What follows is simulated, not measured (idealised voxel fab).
process module | voxel transistor to metal
cross-section cut | 170 nm wide | cells 5 nm
A cross-section is a grid of square cells, given in bands from the top down. A band is one or more rows of cells.
Each band's line starts with the height of the band's top and of its bottom, in nm. Then come its materials from left to right, each with its width in nm. One material with "throughout" fills the band from edge to edge. "air" is empty space.
Height 0 is the level under which the wafer as received is all one material. The lowest band goes on downwards, as in "0 down".
A width such as "30 to 40" changes by the same amount from each row of cells to the next, from the band's top row to its bottom row.
"no change" after a step means that no cell of the cross-section changed.
closed voids: empty space of 8 cells or more with no open way to the top, each as width x height at its distance from the left edge, in nm
after a step's settings: what the simulator itself notes on the step
overlay nm, on a step with a mask: how far to the right of its planned place the mask lay; to the left if negative
plan
1 op RECEIVE | material Si
2 op CONFORMAL_DEP | material SiO2 | thk nm 5
3 op CONFORMAL_DEP | material SiN | thk nm 15
4 op MASKED_ETCH | tone cover | mask id ACTIVE | width nm 95 | etch materials SiN | depth nm 15 | overlay nm 0
5 op MASKED_ETCH | tone cover | mask id ACTIVE | width nm 95 | etch materials SiO2 | depth nm 5 | overlay nm 0
6 op MASKED_ETCH | tone cover | mask id ACTIVE | width nm 95 | etch materials Si | depth nm 20 | overlay nm 0
7 op OXIDIZE | depth nm 5
8 op FILL_DEP | material SiO2 | thk nm 15
9 op CMP | height nm 20
10 op SELECTIVE_ETCH | etch materials SiO2 | depth nm 10
11 op STRIP | etch materials SiN
12 op SELECTIVE_ETCH | etch materials SiO2 | depth nm 5
13 op OXIDIZE | depth nm 5
14 op DIRECTIONAL_DEP | material polySi | thk nm 30
15 op DIRECTIONAL_DEP | material SiCN | thk nm 10
16 op PATTERN | tone cover | mask id GATE | material resist | width nm 15 | thk nm 20 | overlay nm 0
17 op DIRECTIONAL_ETCH | etch materials SiCN | depth nm 20
18 op DIRECTIONAL_ETCH | etch materials polySi | depth nm 40
19 op STRIP | etch materials resist
20 op CONFORMAL_DEP | material SiN | thk nm 10
21 op DIRECTIONAL_ETCH | etch materials SiN | depth nm 10
22 op DIRECTIONAL_ETCH | etch materials SiO2 | depth nm 5
23 op DIRECTIONAL_ETCH | etch materials Si | depth nm 5
24 op EPI | material pSi | thk nm 10
25 op FILL_DEP | material SiO2 | thk nm 5
26 op CMP | height nm 40
27 op DIRECTIONAL_DEP | material SiO2 | thk nm 15
28 op MASKED_ETCH | tone open | mask id CONTACT | width nm 15 | pitch nm 60 | etch materials SiO2 | depth nm 55 | overlay nm 0
29 op CONFORMAL_DEP | material TiN | thk nm 5
30 op FILL_DEP | material Ru | thk nm 10
31 op CMP | height nm 55
32 op CONFORMAL_DEP | material SiN | thk nm 5
33 op DIRECTIONAL_DEP | material SiO2 | thk nm 25
34 op PATTERN | tone open | mask id METAL_1 | material resist | width nm 15 | pitch nm 60 | thk nm 15 | overlay nm 0
35 op DIRECTIONAL_ETCH | etch materials SiO2 | depth nm 25
36 op DIRECTIONAL_ETCH | etch materials SiN | depth nm 5
37 op STRIP | etch materials resist
38 op CONFORMAL_DEP | material TiN | thk nm 5
39 op FILL_DEP | material Cu | thk nm 5
40 op CMP | height nm 85
41 op CONFORMAL_DEP | material SiCN | thk nm 5
first wafer, as planned
as received, after step 1
  0 down: Si throughout
  closed voids: none
after step 2
  5 to 0: SiO2 throughout
  below 0: unchanged
after step 3
  20 to 5: SiN throughout
  below 5: unchanged
after step 4
  20 to 5: air 35 | SiN 95 | air 40
  below 5: unchanged
after step 5
  20 to 5: air 35 | SiN 95 | air 40
  5 to 0: air 35 | SiO2 95 | air 40
  below 0: unchanged
after step 6
  20 to 5: air 35 | SiN 95 | air 40
  5 to 0: air 35 | SiO2 95 | air 40
  0 to -20: air 35 | Si 95 | air 40
  below -20: unchanged
after step 7
  20 to 5: air 35 | SiN 95 | air 40
  5 to 0: air 35 | SiO2 95 | air 40
  0 to -20: air 35 | SiO2 5 | Si 85 | SiO2 5 | air 40
  -20 to -25: SiO2 40 | Si 85 | SiO2 45
  below -25: unchanged
after step 8
  35 to 20: SiO2 throughout
  20 to 5: SiO2 35 | SiN 95 | SiO2 40
  5 to 0: SiO2 throughout
  0 to -25: SiO2 40 | Si 85 | SiO2 45
  below -25: unchanged
after step 9
  20 to 5: SiO2 35 | SiN 95 | SiO2 40
  below 5: unchanged
after step 10
  20 to 10: air 35 | SiN 95 | air 40
  below 10: unchanged
after step 11
  10 to 5: SiO2 35 | air 95 | SiO2 40
  below 5: unchanged
after step 12
  5 to 0: SiO2 30 | air 105 | SiO2 35
  below 0: unchanged
after step 13
  5 to 0: SiO2 30 | air 105 | SiO2 35
  0 to -5: SiO2 throughout
  below -5: unchanged
after step 14
  35 to 30: polySi 30 | air 105 | polySi 35
  30 to 5: polySi throughout
  5 to 0: SiO2 30 | polySi 105 | SiO2 35
  below 0: unchanged
after step 15
  45 to 40: SiCN 30 | air 105 | SiCN 35
  40 to 35: SiCN throughout
  35 to 30: polySi 30 | SiCN 105 | polySi 35
  below 30: unchanged
after step 16
  65 to 45: air 75 | resist 15 | air 80
  45 to 40: SiCN 30 | air 45 | resist 15 | air 45 | SiCN 35
  below 40: unchanged
after step 17
  65 to 40: air 75 | resist 15 | air 80
  40 to 35: air 75 | SiCN 15 | air 80
  35 to 30: polySi 30 | air 45 | SiCN 15 | air 45 | polySi 35
  below 30: unchanged
after step 18
  65 to 40: air 75 | resist 15 | air 80
  40 to 30: air 75 | SiCN 15 | air 80
  30 to 5: air 75 | polySi 15 | air 80
  5 to 0: SiO2 30 | air 45 | polySi 15 | air 45 | SiO2 35
  below 0: unchanged
after step 19
  40 to 30: air 75 | SiCN 15 | air 80
  below 30: unchanged
after step 20
  50 to 40: air 65 | SiN 35 | air 70
  40 to 30: air 65 | SiN 10 | SiCN 15 | SiN 10 | air 70
  30 to 15: air 65 | SiN 10 | polySi 15 | SiN 10 | air 70
  15 to 10: SiN 40 | air 25 | SiN 10 | polySi 15 | SiN 10 | air 25 | SiN 45
  10 to 5: SiN 75 | polySi 15 | SiN 80
  5 to 0: SiO2 30 | SiN 45 | polySi 15 | SiN 45 | SiO2 35
  below 0: unchanged
after step 21
  40 to 30: air 65 | SiN 10 | SiCN 15 | SiN 10 | air 70
  30 to 5: air 65 | SiN 10 | polySi 15 | SiN 10 | air 70
  5 to 0: SiO2 30 | SiN 10 | air 25 | SiN 10 | polySi 15 | SiN 10 | air 25 | SiN 10 | SiO2 35
  below 0: unchanged
after step 22
  40 to 30: air 65 | SiN 10 | SiCN 15 | SiN 10 | air 70
  30 to 5: air 65 | SiN 10 | polySi 15 | SiN 10 | air 70
  5 to 0: air 30 | SiN 10 | air 25 | SiN 10 | polySi 15 | SiN 10 | air 25 | SiN 10 | air 35
  0 to -5: SiO2 40 | air 25 | SiO2 35 | air 25 | SiO2 45
  below -5: unchanged
after step 23
  40 to 30: air 65 | SiN 10 | SiCN 15 | SiN 10 | air 70
  30 to 5: air 65 | SiN 10 | polySi 15 | SiN 10 | air 70
  5 to 0: air 30 | SiN 10 | air 25 | SiN 10 | polySi 15 | SiN 10 | air 25 | SiN 10 | air 35
  0 to -5: SiO2 40 | air 25 | SiO2 35 | air 25 | SiO2 45
  -5 to -10: SiO2 40 | air 25 | Si 35 | air 25 | SiO2 45
  below -10: unchanged
after step 24
  40 to 30: air 65 | SiN 10 | SiCN 15 | SiN 10 | air 70
  30 to 5: air 65 | SiN 10 | polySi 15 | SiN 10 | air 70
  5 to 0: air 30 | SiN 10 | air 15 | pSi 10 | SiN 10 | polySi 15 | SiN 10 | pSi 10 | air 15 | SiN 10 | air 35
  0 to -5: SiO2 40 | pSi 25 | SiO2 35 | pSi 25 | SiO2 45
  -5 to -10: SiO2 40 | pSi 25 | Si 35 | pSi 25 | SiO2 45
  below -10: unchanged
after step 25
  45 to 40: SiO2 throughout
  40 to 30: SiO2 65 | SiN 10 | SiCN 15 | SiN 10 | SiO2 70
  30 to 5: SiO2 65 | SiN 10 | polySi 15 | SiN 10 | SiO2 70
  5 to 0: SiO2 30 | SiN 10 | SiO2 15 | pSi 10 | SiN 10 | polySi 15 | SiN 10 | pSi 10 | SiO2 15 | SiN 10 | SiO2 35
  below 0: unchanged
after step 26
  40 to 30: SiO2 65 | SiN 10 | SiCN 15 | SiN 10 | SiO2 70
  below 30: unchanged
after step 27
  55 to 40: SiO2 throughout
  below 40: unchanged
after step 28
  55 to 40: SiO2 45 | air 15 | SiO2 45 | air 15 | SiO2 50
  40 to 30: SiO2 45 | air 15 | SiO2 5 | SiN 10 | SiCN 15 | SiN 10 | SiO2 5 | air 15 | SiO2 50
  30 to 5: SiO2 45 | air 15 | SiO2 5 | SiN 10 | polySi 15 | SiN 10 | SiO2 5 | air 15 | SiO2 50
  5 to 0: SiO2 30 | SiN 10 | SiO2 5 | air 10 | pSi 10 | SiN 10 | polySi 15 | SiN 10 | pSi 10 | air 10 | SiO2 5 | SiN 10 | SiO2 35
  below 0: unchanged
after step 29
  60 to 55: TiN 50 | air 5 | TiN 55 | air 5 | TiN 55
  55 to 40: SiO2 45 | TiN 5 | air 5 | TiN 5 | SiO2 45 | TiN 5 | air 5 | TiN 5 | SiO2 50
  40 to 30: SiO2 45 | TiN 5 | air 5 | TiN 5 | SiO2 5 | SiN 10 | SiCN 15 | SiN 10 | SiO2 5 | TiN 5 | air 5 | TiN 5 | SiO2 50
  30 to 10: SiO2 45 | TiN 5 | air 5 | TiN 5 | SiO2 5 | SiN 10 | polySi 15 | SiN 10 | SiO2 5 | TiN 5 | air 5 | TiN 5 | SiO2 50
  10 to 5: SiO2 45 | TiN 15 | SiO2 5 | SiN 10 | polySi 15 | SiN 10 | SiO2 5 | TiN 15 | SiO2 50
  5 to 0: SiO2 30 | SiN 10 | SiO2 5 | TiN 10 | pSi 10 | SiN 10 | polySi 15 | SiN 10 | pSi 10 | TiN 10 | SiO2 5 | SiN 10 | SiO2 35
  below 0: unchanged
after step 30
  70 to 60: Ru throughout
  60 to 55: TiN 50 | Ru 5 | TiN 55 | Ru 5 | TiN 55
  55 to 40: SiO2 45 | TiN 5 | Ru 5 | TiN 5 | SiO2 45 | TiN 5 | Ru 5 | TiN 5 | SiO2 50
  40 to 30: SiO2 45 | TiN 5 | Ru 5 | TiN 5 | SiO2 5 | SiN 10 | SiCN 15 | SiN 10 | SiO2 5 | TiN 5 | Ru 5 | TiN 5 | SiO2 50
  30 to 10: SiO2 45 | TiN 5 | Ru 5 | TiN 5 | SiO2 5 | SiN 10 | polySi 15 | SiN 10 | SiO2 5 | TiN 5 | Ru 5 | TiN 5 | SiO2 50
  below 10: unchanged
after step 31
  55 to 40: SiO2 45 | TiN 5 | Ru 5 | TiN 5 | SiO2 45 | TiN 5 | Ru 5 | TiN 5 | SiO2 50
  below 40: unchanged
after step 32
  60 to 55: SiN throughout
  below 55: unchanged
after step 33
  85 to 60: SiO2 throughout
  below 60: unchanged
after step 34
  100 to 85: resist 45 | air 15 | resist 45 | air 15 | resist 50
  below 85: unchanged
after step 35
  100 to 85: resist 45 | air 15 | resist 45 | air 15 | resist 50
  85 to 60: SiO2 45 | air 15 | SiO2 45 | air 15 | SiO2 50
  below 60: unchanged
after step 36
  100 to 85: resist 45 | air 15 | resist 45 | air 15 | resist 50
  85 to 60: SiO2 45 | air 15 | SiO2 45 | air 15 | SiO2 50
  60 to 55: SiN 45 | air 15 | SiN 45 | air 15 | SiN 50
  below 55: unchanged
after step 37
  85 to 60: SiO2 45 | air 15 | SiO2 45 | air 15 | SiO2 50
  below 60: unchanged
after step 38
  90 to 85: TiN 50 | air 5 | TiN 55 | air 5 | TiN 55
  85 to 60: SiO2 45 | TiN 5 | air 5 | TiN 5 | SiO2 45 | TiN 5 | air 5 | TiN 5 | SiO2 50
  60 to 55: SiN 45 | TiN 15 | SiN 45 | TiN 15 | SiN 50
  below 55: unchanged
after step 39
  95 to 90: Cu throughout
  90 to 85: TiN 50 | Cu 5 | TiN 55 | Cu 5 | TiN 55
  85 to 60: SiO2 45 | TiN 5 | Cu 5 | TiN 5 | SiO2 45 | TiN 5 | Cu 5 | TiN 5 | SiO2 50
  below 60: unchanged
after step 40
  85 to 60: SiO2 45 | TiN 5 | Cu 5 | TiN 5 | SiO2 45 | TiN 5 | Cu 5 | TiN 5 | SiO2 50
  below 60: unchanged
after step 41
  90 to 85: SiCN throughout
  below 85: unchanged
second wafer: like start, like plan, one mistake. Through step 38 it matches the first wafer
when step 39 should have ended
  95 to 90: Ru throughout
  90 to 85: TiN 50 | Ru 5 | TiN 55 | Ru 5 | TiN 55
  85 to 60: SiO2 45 | TiN 5 | Ru 5 | TiN 5 | SiO2 45 | TiN 5 | Ru 5 | TiN 5 | SiO2 50
  below 60: unchanged
when step 40 should have ended
  85 to 60: SiO2 45 | TiN 5 | Ru 5 | TiN 5 | SiO2 45 | TiN 5 | Ru 5 | TiN 5 | SiO2 50
  below 60: unchanged
when step 41 should have ended
  90 to 85: SiCN throughout
  below 85: unchanged
what went wrong: step 39 ran as: op FILL_DEP | material Ru | thk nm 5
at the end the second wafer has, in cells: 10 fewer of Cu | 10 more of Ru
